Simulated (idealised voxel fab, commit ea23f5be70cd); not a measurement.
Presented below is a process module, voxel ribs on slabs.
Shown is cross-section cut, with a width of 235 nm and square cells of size 5 nm.
When this document writes out a cross-section, it uses a grid of square cells and lists it as bands, beginning at the top and moving down, with a band standing for one or more rows of cells.
Per band: top height and bottom height in nm, followed by the left-to-right materials and their widths in nm; "full width" marks a single material spanning edge to edge, "blank" marks empty space.
Height datum 0, below which the as-received substrate wafer is one material. Lowest band open at the bottom, running downward: "0 -> down".
A width such as "30->40" changes by the same amount from each row of cells to the next, from the band's top row to its bottom row.
No cell of the cross-section changed in a step that is given as "remained the same".
Heads up: "Non-vented voids" only lists the empty pockets with no open path to the top that are 8 cells or more, and it writes them as width x height at distance, distance from the left edge, in nm.
What comes after the settings on a step's line is commentary from the simulator itself on that step.
You can add "overlay nm" to a step's line. For a step with a mask, it describes how far the mask lay to the right of its planned position, and a negative number describes a lay to the left.
**Below is the list of planned process steps**
1) op RECEIVE | material Si
2) op DIRECTIONAL_DEP | material SiO2 | thk nm 30
3) op DIRECTIONAL_DEP | material SiN | thk nm 20
4) op PATTERN | tone cover | mask id RIB | material resist | width nm 25 | thk nm 20 | overlay nm 0
5) op DIRECTIONAL_ETCH | etch materials SiN | depth nm 15
6) op STRIP | etch materials resist
7) op DIRECTIONAL_DEP | material aC | thk nm 15
8) op PATTERN | tone cover | mask id SLAB | material resist | width nm 65 | thk nm 35 | overlay nm 0
9) op DIRECTIONAL_ETCH | etch materials aC | depth nm 15
10) op STRIP | etch materials resist
11) op DIRECTIONAL_ETCH | etch materials SiN | depth nm 5
12) op STRIP | etch materials aC
13) op FILL_DEP | material SiO2 | thk nm 25
14) op CMP | height nm 65
15) op DIRECTIONAL_DEP | material W | thk nm 5
16) op MASKED_ETCH | tone cover | mask id HEATER | width nm 35 | etch materials W | depth nm 5 | overlay nm 0
17) op CONFORMAL_DEP | material SiO2 | thk nm 5
**The cross-section here shows the wafer as received, i.e. in its state after step 1**
    0 -> down = Si full width
    Non-vented voids: none
**Cross-section, end of module. Start: as above. Plan: as above. Execution: one mistake**
    75 -> 70 = 100 nm blank  35 nm SiO2  100 nm blank
    70 -> 65 = 105 nm SiO2  25 nm W  105 nm SiO2
    65 -> 50 = SiO2 full width
    50 -> 35 = 105 nm SiO2  25 nm SiN  105 nm SiO2
    35 -> 30 = 85 nm SiO2  65 nm SiN  85 nm SiO2
    30 -> 0 = SiO2 full width
    0 -> down = Si full width
    Non-vented voids: none
What went wrong in running the wafer? step 16 was processed under conditions differing from the plan, specifically as op MASKED_ETCH | tone cover | mask id HEATER | width nm 25 | etch materials W | depth nm 5 | overlay nm 0
